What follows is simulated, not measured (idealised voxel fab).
The document below concerns the process module designated voxel ribs on slabs.
This is section cut - it's 275 nm across, gridded in 5 nm square cells.
Notation: cross-section as square-cell grid; stated in bands, top first, going down; one or more cell rows per band.
Band: top and bottom heights (nm) first, top before bottom; then materials from left to right, widths in nm. "full width" marks a sole material filling the band edge to edge. "blank" denotes empty space.
Heights from 0 (as-received wafer is one material below). Bottom band endless downward, as "from 0 down".
The two numbers in a width such as "30->40" mark its ends across the band: the first belongs to the top row of cells, the second to the bottom row, and from each row to the next the width moves by the same amount.
What does "identical to before" mean for a step? It means no cell of the cross-section changed in that step.
"Closed-off voids" enumerates empty spaces isolated from the top, with no open way to it, that contain at least 8 cells, giving each as width x height at distance from the left edge, all three in nm.
Post-settings text on a step line: simulator's own remark regarding the step.
A step's line can hold "overlay nm"; with a mask on that step, the setting says how far right of the planned place the mask lay, while a negative setting says it lay to the left.

THESE ARE THE STEPS WE PLANNED FOR THE PROCESS
1) RECEIVE [material Si]
2) DIRECTIONAL_DEP [material SiO2] [thk nm 20]
3) DIRECTIONAL_DEP [material polySi] [thk nm 15]
4) DIRECTIONAL_DEP [material aC] [thk nm 15]
5) PATTERN [tone cover] [mask id RIB] [material resist] [width nm 15] [thk nm 30] [overlay nm 0]
6) DIRECTIONAL_ETCH [etch materials aC] [depth nm 15]
7) STRIP [etch materials resist]
8) DIRECTIONAL_ETCH [etch materials polySi] [depth nm 10]
9) STRIP [etch materials aC]
10) MASKED_ETCH [tone cover] [mask id SLAB] [width nm 75] [etch materials polySi] [depth nm 5] [overlay nm 0]
11) FILL_DEP [material SiO2] [thk nm 15]
12) CMP [height nm 45]
13) DIRECTIONAL_DEP [material W] [thk nm 10]
14) MASKED_ETCH [tone cover] [mask id HEATER] [width nm 25] [etch materials W] [depth nm 10] [overlay nm 0]
15) CONFORMAL_DEP [material SiO2] [thk nm 5]

CROSS-SECTION OF THE WAFER AT RECEIPT, WHICH IS THE CONDITION AFTER STEP 1
- from 0 down: Si full width
- Closed-off voids: none

THE FIRST OF TWO WAFERS, CROSS-SECTIONED AT THE END OF THE MODULE, WITH THE RUN PROCEEDING AS PLANNED
- from 60 to 55: 120 of blank  35 of SiO2  120 of blank
- from 55 to 50: 120 of blank  5 of SiO2  25 of W  5 of SiO2  120 of blank
- from 50 to 45: 125 of SiO2  25 of W  125 of SiO2
- from 45 to 35: SiO2 full width
- from 35 to 25: 130 of SiO2  15 of polySi  130 of SiO2
- from 25 to 20: 100 of SiO2  75 of polySi  100 of SiO2
- from 20 to 0: SiO2 full width
- from 0 down: Si full width
- Closed-off voids: none

SO THIS IS WAFER NUMBER TWO OF THE TWO, CUT AT THE END OF THE MODULE - IT STARTED WHERE THE FIRST DID AND HAD THE SAME PLAN, WE JUST GOT ONE THING WRONG RUNNING IT
- from 60 to 55: 120 of blank  35 of SiO2  120 of blank
- from 55 to 50: 120 of blank  5 of SiO2  25 of W  5 of SiO2  120 of blank
- from 50 to 45: 125 of SiO2  25 of W  125 of SiO2
- from 45 to 35: SiO2 full width
- from 35 to 25: 140 of SiO2  15 of polySi  120 of SiO2
- from 25 to 20: 100 of SiO2  75 of polySi  100 of SiO2
- from 20 to 0: SiO2 full width
- from 0 down: Si full width
- Closed-off voids: none
what went wrong: heads up, step 5 didn't go per plan, it actually ran as PATTERN [tone cover] [mask id RIB] [material resist] [width nm 15] [thk nm 30] [overlay nm 10]
If you tally the cells, the second wafer ends up with the same amount of every material as the first; it's all just sitting in different places.
